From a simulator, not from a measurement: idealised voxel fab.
process module | voxel wiring stack
cross-section cut | 225 nm wide | cells 5 nm
A cross-section is a grid of square cells, given in bands from the top down. A band is one or more rows of cells.
Each band's line starts with the height of the band's top and of its bottom, in nm. Then come its materials from left to right, each with its width in nm. One material with "throughout" fills the band from edge to edge. "air" is empty space.
Height 0 is the level under which the wafer as received is all one material. The lowest band goes on downwards, as in "0 down".
A width such as "30 to 40" changes by the same amount from each row of cells to the next, from the band's top row to its bottom row.
"no change" after a step means that no cell of the cross-section changed.
closed voids: empty space of 8 cells or more with no open way to the top, each as width x height at its distance from the left edge, in nm
after a step's settings: what the simulator itself notes on the step
overlay nm, on a step with a mask: how far to the right of its planned place the mask lay; to the left if negative
plan
1 op RECEIVE | material Si
2 op CONFORMAL_DEP | material SiO2 | thk nm 15
3 op CONFORMAL_DEP | material SiN | thk nm 5
4 op DIRECTIONAL_DEP | material lowk | thk nm 20
5 op MASKED_ETCH | tone open | mask id METAL_1 | width nm 25 | pitch nm 55 | etch materials lowk | depth nm 20 | overlay nm 0
6 op MASKED_ETCH | tone open | mask id METAL_1 | width nm 25 | pitch nm 55 | etch materials SiN | depth nm 5 | overlay nm 0
7 op CONFORMAL_DEP | material TiN | thk nm 5
8 op FILL_DEP | material Cu | thk nm 5
9 op CMP | height nm 40
10 op EPI | material Ru | thk nm 5
11 op FILL_DEP | material SiCN | thk nm 5
12 op DIRECTIONAL_DEP | material SiO2 | thk nm 20
13 op MASKED_ETCH | tone open | mask id PLUG_1 | width nm 15 | etch materials SiO2 | depth nm 20 | overlay nm 0
14 op MASKED_ETCH | tone open | mask id PLUG_1 | width nm 15 | etch materials SiCN | depth nm 5 | overlay nm 0
15 op CONFORMAL_DEP | material TiN | thk nm 5
16 op FILL_DEP | material Cu | thk nm 5
17 op CMP | height nm 70
18 op DIRECTIONAL_DEP | material TiN | thk nm 5
19 op DIRECTIONAL_DEP | material W | thk nm 25
20 op DIRECTIONAL_DEP | material aC | thk nm 10
21 op PATTERN | tone cover | mask id METAL_2 | material resist | width nm 25 | pitch nm 55 | thk nm 30 | overlay nm 0
22 op DIRECTIONAL_ETCH | etch materials aC | depth nm 10
23 op STRIP | etch materials resist
24 op DIRECTIONAL_ETCH | etch materials W | depth nm 25
25 op DIRECTIONAL_ETCH | etch materials TiN | depth nm 5
26 op STRIP | etch materials aC
27 op FILL_DEP | material lowk | thk nm 5
28 op CMP | height nm 100
29 op CONFORMAL_DEP | material SiCN | thk nm 5
30 op DIRECTIONAL_DEP | material lowk | thk nm 30
31 op PATTERN | tone open | mask id METAL_3 | material resist | width nm 25 | pitch nm 55 | thk nm 20 | overlay nm 0
32 op DIRECTIONAL_ETCH | etch materials lowk | depth nm 15
33 op STRIP | etch materials resist
34 op MASKED_ETCH | tone open | mask id METAL_3_HOLES | width nm 15 | etch materials lowk | depth nm 15 | overlay nm 0
35 op MASKED_ETCH | tone open | mask id METAL_3_HOLES | width nm 15 | etch materials SiCN | depth nm 5 | overlay nm 0
36 op CONFORMAL_DEP | material TiN | thk nm 5
37 op FILL_DEP | material Cu | thk nm 5
38 op CMP | height nm 135
39 op CONFORMAL_DEP | material SiCN | thk nm 5
40 op DIRECTIONAL_DEP | material lowk | thk nm 15
41 op MASKED_ETCH | tone open | mask id PLUG_3 | width nm 15 | pitch nm 55 | etch materials lowk | depth nm 15 | overlay nm 0
42 op MASKED_ETCH | tone open | mask id PLUG_3 | width nm 15 | pitch nm 55 | etch materials SiCN | depth nm 5 | overlay nm 0
43 op EPI | material Ru | thk nm 10
44 op EPI | material Ru | thk nm 10
45 op CONFORMAL_DEP | material SiN | thk nm 5
46 op DIRECTIONAL_DEP | material SiO2 | thk nm 15
47 op MASKED_ETCH | tone open | mask id METAL_4 | width nm 25 | pitch nm 55 | etch materials SiO2 | depth nm 15 | overlay nm 0
48 op MASKED_ETCH | tone open | mask id METAL_4 | width nm 25 | pitch nm 55 | etch materials SiN | depth nm 5 | overlay nm 0
49 op CONFORMAL_DEP | material TiN | thk nm 5
50 op FILL_DEP | material Ru | thk nm 5
51 op CMP | height nm 175
52 op CONFORMAL_DEP | material SiN | thk nm 5
as received, after step 1
  0 down: Si throughout
  closed voids: none
first wafer at the end, as planned
  180 to 175: SiN throughout
  175 to 160: SiO2 70 | TiN 5 | Ru 15 | TiN 5 | SiO2 30 | TiN 5 | Ru 15 | TiN 5 | SiO2 75
  160 to 155: SiN 70 | TiN 25 | SiN 30 | TiN 25 | SiN 75
  155 to 140: lowk 70 | Ru 15 | lowk 40 | Ru 15 | lowk 85
  140 to 135: SiCN 70 | Ru 15 | SiCN 40 | Ru 15 | SiCN 85
  135 to 125: lowk 70 | TiN 5 | Cu 15 | TiN 5 | lowk 30 | TiN 5 | Cu 15 | TiN 5 | lowk 75
  125 to 120: lowk 70 | TiN 5 | Cu 5 | TiN 15 | lowk 30 | TiN 25 | lowk 75
  120 to 105: lowk 70 | TiN 5 | Cu 5 | TiN 5 | lowk 140
  105 to 100: SiCN 70 | TiN 15 | SiCN 140
  100 to 75: lowk 70 | W 25 | lowk 30 | W 25 | lowk 75
  75 to 70: lowk 70 | TiN 25 | lowk 30 | TiN 25 | lowk 75
  70 to 50: SiO2 70 | TiN 5 | Cu 5 | TiN 5 | SiO2 140
  50 to 45: SiCN 70 | TiN 15 | SiCN 140
  45 to 40: SiCN 65 | Ru 35 | SiCN 20 | Ru 35 | SiCN 70
  40 to 20: lowk 70 | TiN 5 | Cu 15 | TiN 5 | lowk 30 | TiN 5 | Cu 15 | TiN 5 | lowk 75
  20 to 15: SiN 70 | TiN 25 | SiN 30 | TiN 25 | SiN 75
  15 to 0: SiO2 throughout
  0 down: Si throughout
  closed voids: none
second wafer at the end: like start, like plan, one mistake
  180 to 175: SiN throughout
  175 to 170: SiO2 70 | TiN 5 | Ru 15 | TiN 5 | SiO2 30 | TiN 5 | Ru 15 | TiN 5 | SiO2 75
  170 to 165: SiO2 55 | SiN 15 | TiN 25 | SiN 5 | SiO2 10 | SiN 15 | TiN 25 | SiN 5 | SiO2 70
  165 to 160: SiO2 55 | SiN 5 | Ru 35 | SiN 5 | SiO2 10 | SiN 5 | Ru 35 | SiN 5 | SiO2 70
  160 to 155: SiN 60 | Ru 35 | SiN 20 | Ru 35 | SiN 75
  155 to 140: lowk 70 | Ru 15 | lowk 40 | Ru 15 | lowk 85
  140 to 135: SiCN 70 | Ru 15 | SiCN 40 | Ru 15 | SiCN 85
  135 to 125: lowk 70 | TiN 5 | Cu 15 | TiN 5 | lowk 30 | TiN 5 | Cu 15 | TiN 5 | lowk 75
  125 to 120: lowk 70 | TiN 5 | Cu 5 | TiN 15 | lowk 30 | TiN 25 | lowk 75
  120 to 105: lowk 70 | TiN 5 | Cu 5 | TiN 5 | lowk 140
  105 to 100: SiCN 70 | TiN 15 | SiCN 140
  100 to 75: lowk 70 | W 25 | lowk 30 | W 25 | lowk 75
  75 to 70: lowk 70 | TiN 25 | lowk 30 | TiN 25 | lowk 75
  70 to 50: SiO2 70 | TiN 5 | Cu 5 | TiN 5 | SiO2 140
  50 to 45: SiCN 70 | TiN 15 | SiCN 140
  45 to 40: SiCN 65 | Ru 35 | SiCN 20 | Ru 35 | SiCN 70
  40 to 20: lowk 70 | TiN 5 | Cu 15 | TiN 5 | lowk 30 | TiN 5 | Cu 15 | TiN 5 | lowk 75
  20 to 15: SiN 70 | TiN 25 | SiN 30 | TiN 25 | SiN 75
  15 to 0: SiO2 throughout
  0 down: Si throughout
  closed voids: none
what went wrong: one of the steps 43 and 44, which are alike, was run twice
at the end the second wafer has, in cells: 16 more of Ru | 8 more of SiN | 16 fewer of SiO2 | 8 fewer of TiN
